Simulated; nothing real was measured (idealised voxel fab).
Process module in this document: voxel self aligned contacts
The width of the displayed cross-section, cut, is 180 nm; its cells are square, with a size of 5 nm.
How to read a cross-section here: the picture is a grid of square cells, written as bands going from the top down, and any band can span one or more rows of cells. Each band's line starts with the height of the band's top and of its bottom, in nm. Then come its materials from left to right, each with its width in nm. One material with "all across" fills the band from edge to edge. "air" is empty space. Note: height 0 marks the level under which the wafer is uniformly one material as received. Lowest band unbounded below, written "from 0 down". Read "30->40" as a graded width: first number on top, second number at the bottom, same change between each pair of neighbouring rows. Key: "no alterations made" - step with no changed cell in the cross-section. "Closed cavity list" lists enclosed empty spaces (at least 8 cells, no open path upward to the top), each as width x height at distance from the left edge, in nm. It should be noted that, on the line of a given step, the content following the step's settings is a remark produced by the simulator itself with respect to that step. Each step line may optionally specify "overlay nm", which for a step with a mask gives the rightward distance between the mask's planned place and where it lay, a negative value indicating the leftward direction.

-- Process steps - plan
1. RECEIVE (material Si)
2. OXIDIZE (depth nm 5)
3. DIRECTIONAL_DEP (material polySi; thk nm 20)
4. DIRECTIONAL_DEP (material SiN; thk nm 20)
5. MASKED_ETCH (tone cover; mask id GATE; width nm 25; pitch nm 60; etch materials SiN; depth nm 20; overlay nm 0)
6. MASKED_ETCH (tone cover; mask id GATE; width nm 25; pitch nm 60; etch materials polySi; depth nm 20; overlay nm 0)
7. CONFORMAL_DEP (material SiN; thk nm 5)
8. DIRECTIONAL_ETCH (etch materials SiN; depth nm 5)
9. FILL_DEP (material SiO2; thk nm 15)
10. CMP (height nm 45)
11. PATTERN (tone open; mask id CONTACT; material resist; width nm 45; pitch nm 60; thk nm 15; overlay nm 0)
12. DIRECTIONAL_ETCH (etch materials SiO2; depth nm 50)
13. STRIP (etch materials resist)
14. CONFORMAL_DEP (material TiN; thk nm 5)
15. FILL_DEP (material Ru; thk nm 10)
16. CMP (height nm 45)
17. CONFORMAL_DEP (material SiCN; thk nm 5)

-- Cross-section of the incoming wafer, state after step 1
  from 0 down  Si all across
  Closed cavity list: none

-- Cross-section: first of two wafers, module finished, run according to plan
  from 50 to 45  SiCN all across
  from 45 to 40  SiO2 35 nm, TiN 15 nm, Ru 15 nm, TiN 15 nm, SiO2 15 nm, TiN 15 nm, Ru 15 nm, TiN 15 nm, SiO2 40 nm
  from 40 to 20  SiO2 10 nm, SiN 35 nm, TiN 5 nm, Ru 15 nm, TiN 5 nm, SiN 35 nm, TiN 5 nm, Ru 15 nm, TiN 5 nm, SiN 35 nm, SiO2 15 nm
  from 20 to 0  SiO2 10 nm, SiN 5 nm, polySi 25 nm, SiN 5 nm, TiN 5 nm, Ru 15 nm, TiN 5 nm, SiN 5 nm, polySi 25 nm, SiN 5 nm, TiN 5 nm, Ru 15 nm, TiN 5 nm, SiN 5 nm, polySi 25 nm, SiN 5 nm, SiO2 15 nm
  from 0 to -5  SiO2 45 nm, TiN 25 nm, SiO2 35 nm, TiN 25 nm, SiO2 50 nm
  from -5 down  Si all across
  Closed cavity list: none

-- Same start, same plan as the first wafer - but one mistake in the run. Cross-section of the second of the two at the end of the module
  from 50 to 45  SiCN all across
  from 45 to 40  SiO2 35 nm, TiN 15 nm, Ru 15 nm, TiN 15 nm, SiO2 15 nm, TiN 15 nm, Ru 15 nm, TiN 15 nm, SiO2 40 nm
  from 40 to 20  SiO2 10 nm, SiN 35 nm, TiN 5 nm, Ru 15 nm, TiN 5 nm, SiN 35 nm, TiN 5 nm, Ru 15 nm, TiN 5 nm, SiN 35 nm, SiO2 15 nm
  from 20 to 0  SiO2 10 nm, SiN 5 nm, polySi 25 nm, SiN 5 nm, TiN 5 nm, Ru 15 nm, TiN 5 nm, SiN 5 nm, polySi 25 nm, SiN 5 nm, TiN 5 nm, Ru 15 nm, TiN 5 nm, SiN 5 nm, polySi 25 nm, SiN 5 nm, SiO2 15 nm
  from 0 to -5  SiO2 45 nm, TiN 25 nm, SiO2 35 nm, TiN 25 nm, SiO2 50 nm
  from -5 to -15  SiO2 all across
  from -15 down  Si all across
  Closed cavity list: none
Diagnosis: step 2 did not use the planned setting and instead ran as OXIDIZE (depth nm 15)
Count the cells at the end and the second wafer has more or fewer of some materials than the first: Si -72, SiO2 +72
